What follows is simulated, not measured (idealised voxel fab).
process module | voxel air gaps
cross-section cut | 175 nm wide | cells 5 nm
A cross-section is a grid of square cells, given in bands from the top down. A band is one or more rows of cells.
Each band's line starts with the height of the band's top and of its bottom, in nm. Then come its materials from left to right, each with its width in nm. One material with "throughout" fills the band from edge to edge. "air" is empty space.
Height 0 is the level under which the wafer as received is all one material. The lowest band goes on downwards, as in "0 down".
A width such as "30 to 40" changes by the same amount from each row of cells to the next, from the band's top row to its bottom row.
"no change" after a step means that no cell of the cross-section changed.
closed voids: empty space of 8 cells or more with no open way to the top, each as width x height at its distance from the left edge, in nm
after a step's settings: what the simulator itself notes on the step
overlay nm, on a step with a mask: how far to the right of its planned place the mask lay; to the left if negative
plan
1 op RECEIVE | material Si
2 op CONFORMAL_DEP | material SiO2 | thk nm 10
3 op CONFORMAL_DEP | material SiCN | thk nm 5
4 op DIRECTIONAL_DEP | material lowk | thk nm 40
5 op DIRECTIONAL_DEP | material aC | thk nm 15
6 op PATTERN | tone open | mask id LINES | material resist | width nm 15 | pitch nm 40 | thk nm 30 | overlay nm 0
7 op DIRECTIONAL_ETCH | etch materials aC | depth nm 15
8 op STRIP | etch materials resist
9 op DIRECTIONAL_ETCH | etch materials lowk | depth nm 40
10 op STRIP | etch materials aC
11 op CONFORMAL_DEP | material TiN | thk nm 5
12 op FILL_DEP | material W | thk nm 5
13 op CMP | height nm 55
14 op EPI | material Ru | thk nm 10
15 op SELECTIVE_ETCH | etch materials lowk | depth nm 50
16 op CONFORMAL_DEP | material SiCN | thk nm 5
as received, after step 1
  0 down: Si throughout
  closed voids: none
a wafer at the end: this start, this plan, one mistake
  80 to 75: SiCN throughout
  75 to 55: Ru throughout
  55 to 20: lowk 20 | TiN 5 | W 5 | TiN 5 | lowk 25 | TiN 5 | W 5 | TiN 5 | lowk 25 | TiN 5 | W 5 | TiN 5 | lowk 25 | TiN 5 | W 5 | TiN 5 | lowk 20
  20 to 15: lowk 20 | TiN 15 | lowk 25 | TiN 15 | lowk 25 | TiN 15 | lowk 25 | TiN 15 | lowk 20
  15 to 10: SiCN throughout
  10 to 0: SiO2 throughout
  0 down: Si throughout
  closed voids: none
what went wrong: step 14 was run twice
